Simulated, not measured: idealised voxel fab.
Module name: voxel ribs on slabs (process module)
FYI the section here is cut, 185 nm wide, cells are 5 nm squares.
This document writes a cross-section as a grid whose cells are square, and gives it as bands, listed from the top down; one or more rows of cells form a band.
First you get the band's top height and its bottom height, in nm, and then the materials it's made of, left to right, with each width in nm. If you see a single material with "everywhere", that one covers the band edge to edge. "blank" is empty space.
The level at which height equals 0 is the one under which the wafer, as it arrives, is entirely one material. No lower edge exists for the bottom band, which continues downward and is notated as in "0 nm and below".
Per-row width for "30->40": begins at first number (top row of band), ends at second number (bottom row), increment between rows held constant.
No cell of the cross-section changed in a step that is given as "stayed the same".
Basically, "Encapsulated voids" tells you about the enclosed voids: empty spaces with no open way to the top, 8 cells or bigger, each written width x height at distance, where distance is from the left edge, all in nm.
Anything after a step's settings on that line? It's the simulator's own note about the step.
The optional step-line setting "overlay nm" applies to steps with a mask and quantifies how far to the right of its planned location the mask lay, a negative value indicating leftward placement.
Process steps foreseen in the plan
- 1: RECEIVE (material Si)
- 2: DIRECTIONAL_DEP (material SiO2; thk nm 20)
- 3: DIRECTIONAL_DEP (material SiN; thk nm 15)
- 4: PATTERN (tone cover; mask id RIB; material resist; width nm 15; thk nm 20; overlay nm 0)
- 5: DIRECTIONAL_ETCH (etch materials SiN; depth nm 5)
- 6: STRIP (etch materials resist)
- 7: DIRECTIONAL_DEP (material aC; thk nm 10)
- 8: PATTERN (tone cover; mask id SLAB; material resist; width nm 65; thk nm 30; overlay nm 0)
- 9: DIRECTIONAL_ETCH (etch materials aC; depth nm 10)
- 10: STRIP (etch materials resist)
- 11: DIRECTIONAL_ETCH (etch materials SiN; depth nm 10)
- 12: STRIP (etch materials aC)
- 13: FILL_DEP (material SiO2; thk nm 20)
- 14: CMP (height nm 50)
- 15: DIRECTIONAL_DEP (material TiN; thk nm 5)
- 16: DIRECTIONAL_DEP (material aC; thk nm 15)
- 17: PATTERN (tone cover; mask id HEATER; material resist; width nm 25; thk nm 30; overlay nm 0)
- 18: DIRECTIONAL_ETCH (etch materials aC; depth nm 15)
- 19: STRIP (etch materials resist)
- 20: DIRECTIONAL_ETCH (etch materials TiN; depth nm 5)
- 21: STRIP (etch materials aC)
- 22: CONFORMAL_DEP (material SiO2; thk nm 5)
Shown in cross-section is the wafer as received, that is, as it stands after step 1
    0 nm and below  Si everywhere
    Encapsulated voids: none
Module complete, cross-section. Starting point and plan per above. One mistake made in running the module
    60 nm to 55 nm  75 blank; 35 SiO2; 75 blank
    55 nm to 50 nm  80 SiO2; 25 TiN; 80 SiO2
    50 nm to 30 nm  SiO2 everywhere
    30 nm to 25 nm  60 SiN; 65 SiO2; 60 SiN
    25 nm to 20 nm  60 SiN; 25 SiO2; 15 SiN; 25 SiO2; 60 SiN
    20 nm to 0 nm  SiO2 everywhere
    0 nm and below  Si everywhere
    Encapsulated voids: none
Want to know what went wrong? step 8 ran differently from the plan; actual operation with settings: PATTERN (tone open; mask id SLAB; material resist; width nm 65; thk nm 30; overlay nm 0)
